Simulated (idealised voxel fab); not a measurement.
Module name: voxel ribs on slabs (process module)
It is cross-section cut that appears here, measuring 260 nm in width, its square cells being 5 nm in size.
A cross-section is written here as square cells arranged in a grid, and it is given in bands from the top down, each band taking up one or more rows of cells. It is stipulated that each band's entry specify, in nanometres, the height of the top of the band and then that of its bottom, followed by the materials of the band in left-to-right sequence, each together with its width in nanometres. A single material marked by the word "all across" is understood to fill the band from edge to edge; the word "blank" is understood to denote empty space. Basically, 0 is our baseline, since under it the wafer straight out of the box is all one material. The bottom band has no lower end and keeps on going down, so it looks like "0 nm and below". The notation "30->40" denotes a width that varies across the rows of cells in the band, beginning at the first number in the top row, finishing at the second number in the bottom row, and changing by an identical amount from each row to the next. Basically "stayed the same" means that step didn't change any cell in the cross-section. Reported under the label "Enclosed void entries" are the empty spaces having no open way to the top and comprising 8 cells or more; the notation for each is width x height at distance, in which the distance is measured from the left edge and all three values are in nm. On a step's line, text after the settings is the simulator commenting on that step. "overlay nm", when on a step's line for a step with a mask, measures how far to the right of its planned place the mask lay; a negative measure means to the left.

LISTED BELOW ARE THE PROCESS STEPS AS PLANNED
1,RECEIVE with material Si
2,DIRECTIONAL_DEP with material SiO2, thk nm 25
3,DIRECTIONAL_DEP with material SiN, thk nm 20
4,DIRECTIONAL_DEP with material aC, thk nm 15
5,PATTERN with tone cover, mask id RIB, material resist, width nm 25, thk nm 30, overlay nm 0
6,DIRECTIONAL_ETCH with etch materials aC, depth nm 15
7,STRIP with etch materials resist
8,DIRECTIONAL_ETCH with etch materials SiN, depth nm 15
9,STRIP with etch materials aC
10,DIRECTIONAL_DEP with material aC, thk nm 10
11,PATTERN with tone cover, mask id SLAB, material resist, width nm 75, thk nm 30, overlay nm 0
12,DIRECTIONAL_ETCH with etch materials aC, depth nm 10
13,STRIP with etch materials resist
14,DIRECTIONAL_ETCH with etch materials SiN, depth nm 5
15,STRIP with etch materials aC
16,FILL_DEP with material SiO2, thk nm 25
17,CMP with height nm 65
18,DIRECTIONAL_DEP with material TiN, thk nm 10
19,MASKED_ETCH with tone cover, mask id HEATER, width nm 35, etch materials TiN, depth nm 10, overlay nm 0
20,CONFORMAL_DEP with material SiO2, thk nm 5

ON THE FIRST OF THE TWO WAFERS: RUN CONDUCTED ACCORDING TO PLAN

DELIVERED WAFER IN CROSS-SECTION: STATE AFTER STEP 1
* 0 nm and below | Si all across
* Enclosed void entries: none

AFTER STEP 2: WAFER CROSS-SECTION
* 25 nm to 0 nm | SiO2 all across
* Whatever lies below 0 is exactly as it was before.

AFTER STEP 3: WAFER CROSS-SECTION
* 45 nm to 25 nm | SiN all across
* Whatever lies below 25 is exactly as it was before.

AFTER STEP 4: WAFER CROSS-SECTION
* 60 nm to 45 nm | aC all across
* Whatever lies below 45 is exactly as it was before.

AFTER STEP 5: WAFER CROSS-SECTION
* 90 nm to 60 nm | 115 blank, 25 resist, 120 blank
* Whatever lies below 60 is exactly as it was before.

AFTER STEP 6: WAFER CROSS-SECTION
* 75 nm to 60 nm | 115 blank, 25 resist, 120 blank
* 60 nm to 45 nm | 115 blank, 25 aC, 120 blank
* Whatever lies below 45 is exactly as it was before.

AFTER STEP 7: WAFER CROSS-SECTION
* 60 nm to 45 nm | 115 blank, 25 aC, 120 blank
* Whatever lies below 45 is exactly as it was before.

AFTER STEP 8: WAFER CROSS-SECTION
* 60 nm to 45 nm | 115 blank, 25 aC, 120 blank
* 45 nm to 30 nm | 115 blank, 25 SiN, 120 blank
* Whatever lies below 30 is exactly as it was before.

AFTER STEP 9: WAFER CROSS-SECTION
* 45 nm to 30 nm | 115 blank, 25 SiN, 120 blank
* Whatever lies below 30 is exactly as it was before.

AFTER STEP 10: WAFER CROSS-SECTION
* 55 nm to 45 nm | 115 blank, 25 aC, 120 blank
* 45 nm to 40 nm | 115 blank, 25 SiN, 120 blank
* 40 nm to 30 nm | 115 aC, 25 SiN, 120 aC
* Whatever lies below 30 is exactly as it was before.

AFTER STEP 11: WAFER CROSS-SECTION
* 85 nm to 55 nm | 90 blank, 75 resist, 95 blank
* 55 nm to 45 nm | 90 blank, 25 resist, 25 aC, 25 resist, 95 blank
* 45 nm to 40 nm | 90 blank, 25 resist, 25 SiN, 25 resist, 95 blank
* Whatever lies below 40 is exactly as it was before.

AFTER STEP 12: WAFER CROSS-SECTION
* 75 nm to 55 nm | 90 blank, 75 resist, 95 blank
* 55 nm to 45 nm | 90 blank, 25 resist, 25 aC, 25 resist, 95 blank
* 45 nm to 40 nm | 90 blank, 25 resist, 25 SiN, 25 resist, 95 blank
* 40 nm to 30 nm | 90 blank, 25 aC, 25 SiN, 25 aC, 95 blank
* Whatever lies below 30 is exactly as it was before.

AFTER STEP 13: WAFER CROSS-SECTION
* 55 nm to 45 nm | 115 blank, 25 aC, 120 blank
* 45 nm to 40 nm | 115 blank, 25 SiN, 120 blank
* Whatever lies below 40 is exactly as it was before.

AFTER STEP 14: WAFER CROSS-SECTION
* 55 nm to 45 nm | 115 blank, 25 aC, 120 blank
* 45 nm to 40 nm | 115 blank, 25 SiN, 120 blank
* 40 nm to 30 nm | 90 blank, 25 aC, 25 SiN, 25 aC, 95 blank
* 30 nm to 25 nm | 90 blank, 75 SiN, 95 blank
* Whatever lies below 25 is exactly as it was before.

AFTER STEP 15: WAFER CROSS-SECTION
* 45 nm to 30 nm | 115 blank, 25 SiN, 120 blank
* Whatever lies below 30 is exactly as it was before.

AFTER STEP 16: WAFER CROSS-SECTION
* 70 nm to 45 nm | SiO2 all across
* 45 nm to 30 nm | 115 SiO2, 25 SiN, 120 SiO2
* 30 nm to 25 nm | 90 SiO2, 75 SiN, 95 SiO2
* Whatever lies below 25 is exactly as it was before.

AFTER STEP 17: WAFER CROSS-SECTION
* 65 nm to 45 nm | SiO2 all across
* Whatever lies below 45 is exactly as it was before.

AFTER STEP 18: WAFER CROSS-SECTION
* 75 nm to 65 nm | TiN all across
* Whatever lies below 65 is exactly as it was before.

AFTER STEP 19: WAFER CROSS-SECTION
* 75 nm to 65 nm | 110 blank, 35 TiN, 115 blank
* Whatever lies below 65 is exactly as it was before.

AFTER STEP 20: WAFER CROSS-SECTION
* 80 nm to 75 nm | 105 blank, 45 SiO2, 110 blank
* 75 nm to 70 nm | 105 blank, 5 SiO2, 35 TiN, 5 SiO2, 110 blank
* 70 nm to 65 nm | 110 SiO2, 35 TiN, 115 SiO2
* Whatever lies below 65 is exactly as it was before.

THE REMAINING WAFER, SECOND OF THE TWO, STARTED LIKE THE FIRST AND WAS RUN TO THE SAME PLAN, EXCEPT THAT ONE MISTAKE WAS MADE ALONG THE WAY; THE TWO COINCIDE THROUGH STEP 3, INCLUSIVE

SECOND WAFER PROFILE IN SECTION, AT THE MOMENT STEP 4 OF THE PLAN WAS MEANT TO BE COMPLETE
* 60 nm to 45 nm | TiN all across
* Whatever lies below 45 is exactly as it was before.

SECOND WAFER PROFILE IN SECTION, AT THE MOMENT STEP 5 OF THE PLAN WAS MEANT TO BE COMPLETE
* 90 nm to 60 nm | 115 blank, 25 resist, 120 blank
* Whatever lies below 60 is exactly as it was before.

SECOND WAFER PROFILE IN SECTION, AT THE MOMENT STEP 6 OF THE PLAN WAS MEANT TO BE COMPLETE
* 75 nm to 60 nm | 115 blank, 25 resist, 120 blank
* Whatever lies below 60 is exactly as it was before.

SECOND WAFER PROFILE IN SECTION, AT THE MOMENT STEP 7 OF THE PLAN WAS MEANT TO BE COMPLETE
* 60 nm to 45 nm | TiN all across
* Whatever lies below 45 is exactly as it was before.

Second wafer profile in section, at the moment step 8 of the plan was meant to be complete: stayed the same

Second wafer profile in section, at the moment step 9 of the plan was meant to be complete: stayed the same

SECOND WAFER PROFILE IN SECTION, AT THE MOMENT STEP 10 OF THE PLAN WAS MEANT TO BE COMPLETE
* 70 nm to 60 nm | aC all across
* Whatever lies below 60 is exactly as it was before.

SECOND WAFER PROFILE IN SECTION, AT THE MOMENT STEP 11 OF THE PLAN WAS MEANT TO BE COMPLETE
* 100 nm to 70 nm | 90 blank, 75 resist, 95 blank
* Whatever lies below 70 is exactly as it was before.

SECOND WAFER PROFILE IN SECTION, AT THE MOMENT STEP 12 OF THE PLAN WAS MEANT TO BE COMPLETE
* 90 nm to 70 nm | 90 blank, 75 resist, 95 blank
* 70 nm to 60 nm | 90 blank, 75 aC, 95 blank
* Whatever lies below 60 is exactly as it was before.

SECOND WAFER PROFILE IN SECTION, AT THE MOMENT STEP 13 OF THE PLAN WAS MEANT TO BE COMPLETE
* 70 nm to 60 nm | 90 blank, 75 aC, 95 blank
* Whatever lies below 60 is exactly as it was before.

Second wafer profile in section, at the moment step 14 of the plan was meant to be complete: stayed the same

SECOND WAFER PROFILE IN SECTION, AT THE MOMENT STEP 15 OF THE PLAN WAS MEANT TO BE COMPLETE
* 60 nm to 45 nm | TiN all across
* Whatever lies below 45 is exactly as it was before.

SECOND WAFER PROFILE IN SECTION, AT THE MOMENT STEP 16 OF THE PLAN WAS MEANT TO BE COMPLETE
* 85 nm to 60 nm | SiO2 all across
* Whatever lies below 60 is exactly as it was before.

SECOND WAFER PROFILE IN SECTION, AT THE MOMENT STEP 17 OF THE PLAN WAS MEANT TO BE COMPLETE
* 65 nm to 60 nm | SiO2 all across
* Whatever lies below 60 is exactly as it was before.

SECOND WAFER PROFILE IN SECTION, AT THE MOMENT STEP 18 OF THE PLAN WAS MEANT TO BE COMPLETE
* 75 nm to 65 nm | TiN all across
* Whatever lies below 65 is exactly as it was before.

SECOND WAFER PROFILE IN SECTION, AT THE MOMENT STEP 19 OF THE PLAN WAS MEANT TO BE COMPLETE
* 75 nm to 65 nm | 110 blank, 35 TiN, 115 blank
* Whatever lies below 65 is exactly as it was before.

SECOND WAFER PROFILE IN SECTION, AT THE MOMENT STEP 20 OF THE PLAN WAS MEANT TO BE COMPLETE
* 80 nm to 75 nm | 105 blank, 45 SiO2, 110 blank
* 75 nm to 70 nm | 105 blank, 5 SiO2, 35 TiN, 5 SiO2, 110 blank
* 70 nm to 65 nm | 110 SiO2, 35 TiN, 115 SiO2
* Whatever lies below 65 is exactly as it was before.
What broke from the plan during processing? the process deviated at step 4: the operation and settings actually run there were DIRECTIONAL_DEP with material TiN, thk nm 15
Wafer comparison, final, in cells, second relative to first, materials more or fewer: 178 more of SiN, 334 fewer of SiO2, 156 more of TiN
